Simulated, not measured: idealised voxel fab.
This is a process module. Its name is voxel capacitor over wiring.
In the cross-section labelled cut, the width is 160 nm and each square cell is 5 nm.
This document writes a cross-section as a grid whose cells are square, and gives it as bands, listed from the top down; one or more rows of cells form a band. Band: top height; bottom height; in nm. Then, left to right: material with width in nm, for each material. "full width": a single material spanning edge to edge. "empty": empty space. Height reference: 0 = level under which incoming wafer is all one material. Lowest band: no bottom, runs on downward, e.g. "top 0, no bottom". Quick explanation for "30..40": the width changes in equal steps down the rows of cells, from the first number in the band's top row to the second number in its bottom row. The designation "no alteration", where it is given for a processing step, indicates that no cell of the cross-section was altered in the course of that step. Empty spaces counting at least 8 cells and having no open way to the top are listed in "Trapped voids". The notation width x height at distance is used for each, the distance being from the left edge and all three values in nm. Whatever follows a step's settings on its line is a remark the simulator itself makes about that step. overlay nm: where the mask lay relative to plan, measured to the right, on steps with a mask; negatives go left.
This section lists the process steps that were planned
1. RECEIVE, material Si
2. CONFORMAL_DEP, material SiO2, thk nm 15
3. CONFORMAL_DEP, material SiN, thk nm 5
4. DIRECTIONAL_DEP, material lowk, thk nm 20
5. DIRECTIONAL_DEP, material aC, thk nm 10
6. PATTERN, tone open, mask id METAL_1, material resist, width nm 30, pitch nm 95, thk nm 30, overlay nm 0
7. DIRECTIONAL_ETCH, etch materials aC, depth nm 10
8. STRIP, etch materials resist
9. DIRECTIONAL_ETCH, etch materials lowk, depth nm 20
10. DIRECTIONAL_ETCH, etch materials SiN, depth nm 5
11. STRIP, etch materials aC
12. CONFORMAL_DEP, material TiN, thk nm 5
13. FILL_DEP, material W, thk nm 10
14. CMP, height nm 40
15. CONFORMAL_DEP, material SiCN, thk nm 5
16. DIRECTIONAL_DEP, material SiO2, thk nm 10
17. DIRECTIONAL_DEP, material aC, thk nm 15
18. PATTERN, tone open, mask id PLUG_1, material resist, width nm 15, thk nm 35, overlay nm 0
19. DIRECTIONAL_ETCH, etch materials aC, depth nm 15
20. STRIP, etch materials resist
21. DIRECTIONAL_ETCH, etch materials SiO2, depth nm 10
22. DIRECTIONAL_ETCH, etch materials SiCN, depth nm 5
23. STRIP, etch materials aC
24. CONFORMAL_DEP, material TiN, thk nm 5
25. FILL_DEP, material W, thk nm 5
26. CMP, height nm 55
27. DIRECTIONAL_DEP, material TiN, thk nm 5
28. DIRECTIONAL_DEP, material HfO2, thk nm 5
29. DIRECTIONAL_DEP, material TiN, thk nm 10
30. PATTERN, tone cover, mask id UPPER_PLATE, material resist, width nm 70, thk nm 15, overlay nm 0
31. DIRECTIONAL_ETCH, etch materials TiN, depth nm 10
32. DIRECTIONAL_ETCH, etch materials HfO2, depth nm 5
33. STRIP, etch materials resist
34. DIRECTIONAL_DEP, material aC, thk nm 10
35. PATTERN, tone cover, mask id LOWER_PLATE, material resist, width nm 80, thk nm 30, overlay nm 0
36. DIRECTIONAL_ETCH, etch materials aC, depth nm 10
37. STRIP, etch materials resist
38. DIRECTIONAL_ETCH, etch materials TiN, depth nm 5
39. STRIP, etch materials aC
40. FILL_DEP, material SiO2, thk nm 15
41. CMP, height nm 85
42. DIRECTIONAL_DEP, material aC, thk nm 15
43. PATTERN, tone open, mask id PLUG_2, material resist, width nm 15, thk nm 35, overlay nm 0
44. DIRECTIONAL_ETCH, etch materials aC, depth nm 15
45. STRIP, etch materials resist
46. DIRECTIONAL_ETCH, etch materials SiO2, depth nm 10
47. STRIP, etch materials aC
48. CONFORMAL_DEP, material TiN, thk nm 5
49. FILL_DEP, material Cu, thk nm 10
50. CMP, height nm 85
51. CONFORMAL_DEP, material SiCN, thk nm 5
On the first of the two wafers: run conducted according to plan
As-received state of the wafer in cross-section, equivalent to post-step 1
  top 0, no bottom  Si full width
  Trapped voids: none
So this is the wafer cross-section right after step 2
  top 15, bottom 0  SiO2 full width
  Everything under 0 stays put, no change at all.
So this is the wafer cross-section right after step 3
  top 20, bottom 15  SiN full width
  Everything under 15 stays put, no change at all.
So this is the wafer cross-section right after step 4
  top 40, bottom 20  lowk full width
  Everything under 20 stays put, no change at all.
So this is the wafer cross-section right after step 5
  top 50, bottom 40  aC full width
  Everything under 40 stays put, no change at all.
So this is the wafer cross-section right after step 6
  top 80, bottom 50  resist 15, then empty 30, then resist 65, then empty 30, then resist 20
  Everything under 50 stays put, no change at all.
So this is the wafer cross-section right after step 7
  top 70, bottom 50  resist 15, then empty 30, then resist 65, then empty 30, then resist 20
  top 50, bottom 40  aC 15, then empty 30, then aC 65, then empty 30, then aC 20
  Everything under 40 stays put, no change at all.
So this is the wafer cross-section right after step 8
  top 50, bottom 40  aC 15, then empty 30, then aC 65, then empty 30, then aC 20
  Everything under 40 stays put, no change at all.
So this is the wafer cross-section right after step 9
  top 50, bottom 40  aC 15, then empty 30, then aC 65, then empty 30, then aC 20
  top 40, bottom 20  lowk 15, then empty 30, then lowk 65, then empty 30, then lowk 20
  Everything under 20 stays put, no change at all.
So this is the wafer cross-section right after step 10
  top 50, bottom 40  aC 15, then empty 30, then aC 65, then empty 30, then aC 20
  top 40, bottom 20  lowk 15, then empty 30, then lowk 65, then empty 30, then lowk 20
  top 20, bottom 15  SiN 15, then empty 30, then SiN 65, then empty 30, then SiN 20
  Everything under 15 stays put, no change at all.
So this is the wafer cross-section right after step 11
  top 40, bottom 20  lowk 15, then empty 30, then lowk 65, then empty 30, then lowk 20
  Everything under 20 stays put, no change at all.
So this is the wafer cross-section right after step 12
  top 45, bottom 40  TiN 20, then empty 20, then TiN 75, then empty 20, then TiN 25
  top 40, bottom 20  lowk 15, then TiN 5, then empty 20, then TiN 5, then lowk 65, then TiN 5, then empty 20, then TiN 5, then lowk 20
  top 20, bottom 15  SiN 15, then TiN 30, then SiN 65, then TiN 30, then SiN 20
  Everything under 15 stays put, no change at all.
So this is the wafer cross-section right after step 13
  top 55, bottom 45  W full width
  top 45, bottom 40  TiN 20, then W 20, then TiN 75, then W 20, then TiN 25
  top 40, bottom 20  lowk 15, then TiN 5, then W 20, then TiN 5, then lowk 65, then TiN 5, then W 20, then TiN 5, then lowk 20
  Everything under 20 stays put, no change at all.
So this is the wafer cross-section right after step 14
  top 40, bottom 20  lowk 15, then TiN 5, then W 20, then TiN 5, then lowk 65, then TiN 5, then W 20, then TiN 5, then lowk 20
  Everything under 20 stays put, no change at all.
So this is the wafer cross-section right after step 15
  top 45, bottom 40  SiCN full width
  Everything under 40 stays put, no change at all.
So this is the wafer cross-section right after step 16
  top 55, bottom 45  SiO2 full width
  Everything under 45 stays put, no change at all.
So this is the wafer cross-section right after step 17
  top 70, bottom 55  aC full width
  Everything under 55 stays put, no change at all.
So this is the wafer cross-section right after step 18
  top 105, bottom 70  resist 30, then empty 15, then resist 115
  Everything under 70 stays put, no change at all.
So this is the wafer cross-section right after step 19
  top 90, bottom 70  resist 30, then empty 15, then resist 115
  top 70, bottom 55  aC 30, then empty 15, then aC 115
  Everything under 55 stays put, no change at all.
So this is the wafer cross-section right after step 20
  top 70, bottom 55  aC 30, then empty 15, then aC 115
  Everything under 55 stays put, no change at all.
So this is the wafer cross-section right after step 21
  top 70, bottom 55  aC 30, then empty 15, then aC 115
  top 55, bottom 45  SiO2 30, then empty 15, then SiO2 115
  Everything under 45 stays put, no change at all.
So this is the wafer cross-section right after step 22
  top 70, bottom 55  aC 30, then empty 15, then aC 115
  top 55, bottom 45  SiO2 30, then empty 15, then SiO2 115
  top 45, bottom 40  SiCN 30, then empty 15, then SiCN 115
  Everything under 40 stays put, no change at all.
So this is the wafer cross-section right after step 23
  top 55, bottom 45  SiO2 30, then empty 15, then SiO2 115
  Everything under 45 stays put, no change at all.
So this is the wafer cross-section right after step 24
  top 60, bottom 55  TiN 35, then empty 5, then TiN 120
  top 55, bottom 45  SiO2 30, then TiN 5, then empty 5, then TiN 5, then SiO2 115
  top 45, bottom 40  SiCN 30, then TiN 15, then SiCN 115
  Everything under 40 stays put, no change at all.
So this is the wafer cross-section right after step 25
  top 65, bottom 60  W full width
  top 60, bottom 55  TiN 35, then W 5, then TiN 120
  top 55, bottom 45  SiO2 30, then TiN 5, then W 5, then TiN 5, then SiO2 115
  Everything under 45 stays put, no change at all.
So this is the wafer cross-section right after step 26
  top 55, bottom 45  SiO2 30, then TiN 5, then W 5, then TiN 5, then SiO2 115
  Everything under 45 stays put, no change at all.
So this is the wafer cross-section right after step 27
  top 60, bottom 55  TiN full width
  Everything under 55 stays put, no change at all.
So this is the wafer cross-section right after step 28
  top 65, bottom 60  HfO2 full width
  Everything under 60 stays put, no change at all.
So this is the wafer cross-section right after step 29
  top 75, bottom 65  TiN full width
  Everything under 65 stays put, no change at all.
So this is the wafer cross-section right after step 30
  top 90, bottom 75  empty 30, then resist 70, then empty 60
  Everything under 75 stays put, no change at all.
So this is the wafer cross-section right after step 31
  top 90, bottom 75  empty 30, then resist 70, then empty 60
  top 75, bottom 65  empty 30, then TiN 70, then empty 60
  Everything under 65 stays put, no change at all.
So this is the wafer cross-section right after step 32
  top 90, bottom 75  empty 30, then resist 70, then empty 60
  top 75, bottom 65  empty 30, then TiN 70, then empty 60
  top 65, bottom 60  empty 30, then HfO2 70, then empty 60
  Everything under 60 stays put, no change at all.
So this is the wafer cross-section right after step 33
  top 75, bottom 65  empty 30, then TiN 70, then empty 60
  Everything under 65 stays put, no change at all.
So this is the wafer cross-section right after step 34
  top 85, bottom 75  empty 30, then aC 70, then empty 60
  top 75, bottom 70  empty 30, then TiN 70, then empty 60
  top 70, bottom 65  aC 30, then TiN 70, then aC 60
  top 65, bottom 60  aC 30, then HfO2 70, then aC 60
  Everything under 60 stays put, no change at all.
So this is the wafer cross-section right after step 35
  top 115, bottom 85  empty 25, then resist 80, then empty 55
  top 85, bottom 75  empty 25, then resist 5, then aC 70, then resist 5, then empty 55
  top 75, bottom 70  empty 25, then resist 5, then TiN 70, then resist 5, then empty 55
  Everything under 70 stays put, no change at all.
So this is the wafer cross-section right after step 36
  top 105, bottom 85  empty 25, then resist 80, then empty 55
  top 85, bottom 75  empty 25, then resist 5, then aC 70, then resist 5, then empty 55
  top 75, bottom 70  empty 25, then resist 5, then TiN 70, then resist 5, then empty 55
  top 70, bottom 65  empty 25, then aC 5, then TiN 70, then aC 5, then empty 55
  top 65, bottom 60  empty 25, then aC 5, then HfO2 70, then aC 5, then empty 55
  Everything under 60 stays put, no change at all.
So this is the wafer cross-section right after step 37
  top 85, bottom 75  empty 30, then aC 70, then empty 60
  top 75, bottom 70  empty 30, then TiN 70, then empty 60
  Everything under 70 stays put, no change at all.
So this is the wafer cross-section right after step 38
  top 85, bottom 75  empty 30, then aC 70, then empty 60
  top 75, bottom 70  empty 30, then TiN 70, then empty 60
  top 70, bottom 65  empty 25, then aC 5, then TiN 70, then aC 5, then empty 55
  top 65, bottom 60  empty 25, then aC 5, then HfO2 70, then aC 5, then empty 55
  top 60, bottom 55  empty 25, then TiN 80, then empty 55
  Everything under 55 stays put, no change at all.
So this is the wafer cross-section right after step 39
  top 75, bottom 65  empty 30, then TiN 70, then empty 60
  top 65, bottom 60  empty 30, then HfO2 70, then empty 60
  Everything under 60 stays put, no change at all.
So this is the wafer cross-section right after step 40
  top 90, bottom 75  SiO2 full width
  top 75, bottom 65  SiO2 30, then TiN 70, then SiO2 60
  top 65, bottom 60  SiO2 30, then HfO2 70, then SiO2 60
  top 60, bottom 55  SiO2 25, then TiN 80, then SiO2 55
  Everything under 55 stays put, no change at all.
So this is the wafer cross-section right after step 41
  top 85, bottom 75  SiO2 full width
  Everything under 75 stays put, no change at all.
So this is the wafer cross-section right after step 42
  top 100, bottom 85  aC full width
  Everything under 85 stays put, no change at all.
So this is the wafer cross-section right after step 43
  top 135, bottom 100  resist 40, then empty 15, then resist 105
  Everything under 100 stays put, no change at all.
So this is the wafer cross-section right after step 44
  top 120, bottom 100  resist 40, then empty 15, then resist 105
  top 100, bottom 85  aC 40, then empty 15, then aC 105
  Everything under 85 stays put, no change at all.
So this is the wafer cross-section right after step 45
  top 100, bottom 85  aC 40, then empty 15, then aC 105
  Everything under 85 stays put, no change at all.
So this is the wafer cross-section right after step 46
  top 100, bottom 85  aC 40, then empty 15, then aC 105
  top 85, bottom 75  SiO2 40, then empty 15, then SiO2 105
  Everything under 75 stays put, no change at all.
So this is the wafer cross-section right after step 47
  top 85, bottom 75  SiO2 40, then empty 15, then SiO2 105
  Everything under 75 stays put, no change at all.
So this is the wafer cross-section right after step 48
  top 90, bottom 85  TiN 45, then empty 5, then TiN 110
  top 85, bottom 80  SiO2 40, then TiN 5, then empty 5, then TiN 5, then SiO2 105
  top 80, bottom 75  SiO2 40, then TiN 15, then SiO2 105
  Everything under 75 stays put, no change at all.
So this is the wafer cross-section right after step 49
  top 100, bottom 90  Cu full width
  top 90, bottom 85  TiN 45, then Cu 5, then TiN 110
  top 85, bottom 80  SiO2 40, then TiN 5, then Cu 5, then TiN 5, then SiO2 105
  Everything under 80 stays put, no change at all.
So this is the wafer cross-section right after step 50
  top 85, bottom 80  SiO2 40, then TiN 5, then Cu 5, then TiN 5, then SiO2 105
  Everything under 80 stays put, no change at all.
So this is the wafer cross-section right after step 51
  top 90, bottom 85  SiCN full width
  Everything under 85 stays put, no change at all.
Regarding the second of the two wafers: it shared the first wafer's starting condition and process plan, yet one error occurred during its execution. Its history coincides with that of the first wafer up to and including step 27
Cross-section of the second wafer when, according to plan, step 28 should have finished
  top 75, bottom 60  HfO2 full width
  Everything under 60 stays put, no change at all.
Cross-section of the second wafer when, according to plan, step 29 should have finished
  top 85, bottom 75  TiN full width
  Everything under 75 stays put, no change at all.
Cross-section of the second wafer when, according to plan, step 30 should have finished
  top 100, bottom 85  empty 30, then resist 70, then empty 60
  Everything under 85 stays put, no change at all.
Cross-section of the second wafer when, according to plan, step 31 should have finished
  top 100, bottom 85  empty 30, then resist 70, then empty 60
  top 85, bottom 75  empty 30, then TiN 70, then empty 60
  Everything under 75 stays put, no change at all.
Cross-section of the second wafer when, according to plan, step 32 should have finished
  top 100, bottom 85  empty 30, then resist 70, then empty 60
  top 85, bottom 75  empty 30, then TiN 70, then empty 60
  top 75, bottom 70  empty 30, then HfO2 70, then empty 60
  Everything under 70 stays put, no change at all.
Cross-section of the second wafer when, according to plan, step 33 should have finished
  top 85, bottom 75  empty 30, then TiN 70, then empty 60
  Everything under 75 stays put, no change at all.
Cross-section of the second wafer when, according to plan, step 34 should have finished
  top 95, bottom 85  empty 30, then aC 70, then empty 60
  top 85, bottom 80  empty 30, then TiN 70, then empty 60
  top 80, bottom 75  aC 30, then TiN 70, then aC 60
  top 75, bottom 70  aC 30, then HfO2 70, then aC 60
  Everything under 70 stays put, no change at all.
Cross-section of the second wafer when, according to plan, step 35 should have finished
  top 125, bottom 95  empty 25, then resist 80, then empty 55
  top 95, bottom 85  empty 25, then resist 5, then aC 70, then resist 5, then empty 55
  top 85, bottom 80  empty 25, then resist 5, then TiN 70, then resist 5, then empty 55
  Everything under 80 stays put, no change at all.
Cross-section of the second wafer when, according to plan, step 36 should have finished
  top 115, bottom 95  empty 25, then resist 80, then empty 55
  top 95, bottom 85  empty 25, then resist 5, then aC 70, then resist 5, then empty 55
  top 85, bottom 80  empty 25, then resist 5, then TiN 70, then resist 5, then empty 55
  top 80, bottom 75  empty 25, then aC 5, then TiN 70, then aC 5, then empty 55
  top 75, bottom 70  empty 25, then aC 5, then HfO2 70, then aC 5, then empty 55
  Everything under 70 stays put, no change at all.
Cross-section of the second wafer when, according to plan, step 37 should have finished
  top 95, bottom 85  empty 30, then aC 70, then empty 60
  top 85, bottom 80  empty 30, then TiN 70, then empty 60
  Everything under 80 stays put, no change at all.
Cross-section of the second wafer when, according to plan, step 38 should have finished: no alteration
Cross-section of the second wafer when, according to plan, step 39 should have finished
  top 85, bottom 75  empty 30, then TiN 70, then empty 60
  top 75, bottom 70  empty 30, then HfO2 70, then empty 60
  Everything under 70 stays put, no change at all.
Cross-section of the second wafer when, according to plan, step 40 should have finished
  top 100, bottom 85  SiO2 full width
  top 85, bottom 75  SiO2 30, then TiN 70, then SiO2 60
  top 75, bottom 70  SiO2 30, then HfO2 70, then SiO2 60
  Everything under 70 stays put, no change at all.
Cross-section of the second wafer when, according to plan, step 41 should have finished
  top 85, bottom 75  SiO2 30, then TiN 70, then SiO2 60
  Everything under 75 stays put, no change at all.
Cross-section of the second wafer when, according to plan, step 42 should have finished
  top 100, bottom 85  aC full width
  Everything under 85 stays put, no change at all.
Cross-section of the second wafer when, according to plan, step 43 should have finished
  top 135, bottom 100  resist 40, then empty 15, then resist 105
  Everything under 100 stays put, no change at all.
Cross-section of the second wafer when, according to plan, step 44 should have finished
  top 120, bottom 100  resist 40, then empty 15, then resist 105
  top 100, bottom 85  aC 40, then empty 15, then aC 105
  Everything under 85 stays put, no change at all.
Cross-section of the second wafer when, according to plan, step 45 should have finished
  top 100, bottom 85  aC 40, then empty 15, then aC 105
  Everything under 85 stays put, no change at all.
Cross-section of the second wafer when, according to plan, step 46 should have finished: no alteration
Cross-section of the second wafer when, according to plan, step 47 should have finished
  top 85, bottom 75  SiO2 30, then TiN 70, then SiO2 60
  Everything under 75 stays put, no change at all.
Cross-section of the second wafer when, according to plan, step 48 should have finished
  top 90, bottom 85  TiN full width
  Everything under 85 stays put, no change at all.
Cross-section of the second wafer when, according to plan, step 49 should have finished
  top 100, bottom 90  Cu full width
  Everything under 90 stays put, no change at all.
Cross-section of the second wafer when, according to plan, step 50 should have finished
  top 85, bottom 75  SiO2 30, then TiN 70, then SiO2 60
  Everything under 75 stays put, no change at all.
Cross-section of the second wafer when, according to plan, step 51 should have finished
  top 90, bottom 85  SiCN full width
  Everything under 85 stays put, no change at all.
What was the processing mistake? step 28 was not run as planned; what actually ran was DIRECTIONAL_DEP, material HfO2, thk nm 15
End check, counted in cells, second wafer has more or fewer of these materials than the first: Cu: 1 fewer | HfO2: 64 more | SiO2: 74 fewer | TiN: 11 more
